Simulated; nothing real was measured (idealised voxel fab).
Presented below is a process module, voxel fin reveal.
Displayed cross-section: cut, width of 185 nm, square cells sized 5 nm.
Cross-section format: a grid of square cells, given as bands from top to bottom; each band is one or more rows of cells.
Top, bottom (nm), then materials left to right with widths (nm); lone material tagged "everywhere" fills the whole band edge to edge; "blank" = empty space.
Heights from 0 (as-received wafer is one material below). Bottom band endless downward, as "0 nm and below".
Width "30->40": first value at the band's top row of cells, second value at its bottom row, equal change from row to row.
Where the words "changes: none" appear for a step, the cross-section shows no cell changed by that step; every cell remained as before.
This entry, "Unvented internal voids", enumerates those empty regions of no fewer than 8 cells that possess no open connection to the top. Each region is reported in the form width x height at distance, the distance being taken from the left edge, with all three quantities expressed in nm.
Note: text after step settings on the step line = simulator remark on that step.
"overlay nm", when on a step's line for a step with a mask, measures how far to the right of its planned place the mask lay; a negative measure means to the left.

This section lists the process steps that were planned
- 1: RECEIVE [material Si]
- 2: CONFORMAL_DEP [material SiN] [thk nm 5]
- 3: MASKED_ETCH [tone cover] [mask id FINS] [width nm 15] [pitch nm 45] [etch materials SiN] [depth nm 5] [overlay nm 0]
- 4: MASKED_ETCH [tone cover] [mask id FINS] [width nm 15] [pitch nm 45] [etch materials Si] [depth nm 40] [overlay nm 0]
- 5: OXIDIZE [depth nm 5]
- 6: FILL_DEP [material SiO2] [thk nm 5]
- 7: CMP [height nm 5]
- 8: SELECTIVE_ETCH [etch materials SiO2] [depth nm 25]
- 9: STRIP [etch materials SiN]

So this is the incoming wafer in cross-section - it's already been through step 1
  0 nm and below: Si everywhere
  Unvented internal voids: none

End-of-module cross-section. Starting structure and process plan as above; one mistake made in running it
  0 nm to -45 nm: 20 of blank, 5 of Si, 40 of blank, 5 of Si, 40 of blank, 5 of Si, 40 of blank, 5 of Si, 25 of blank
  -45 nm and below: Si everywhere
  Unvented internal voids: none
What was done differently from what was planned? step 8 in the plan was executed twice
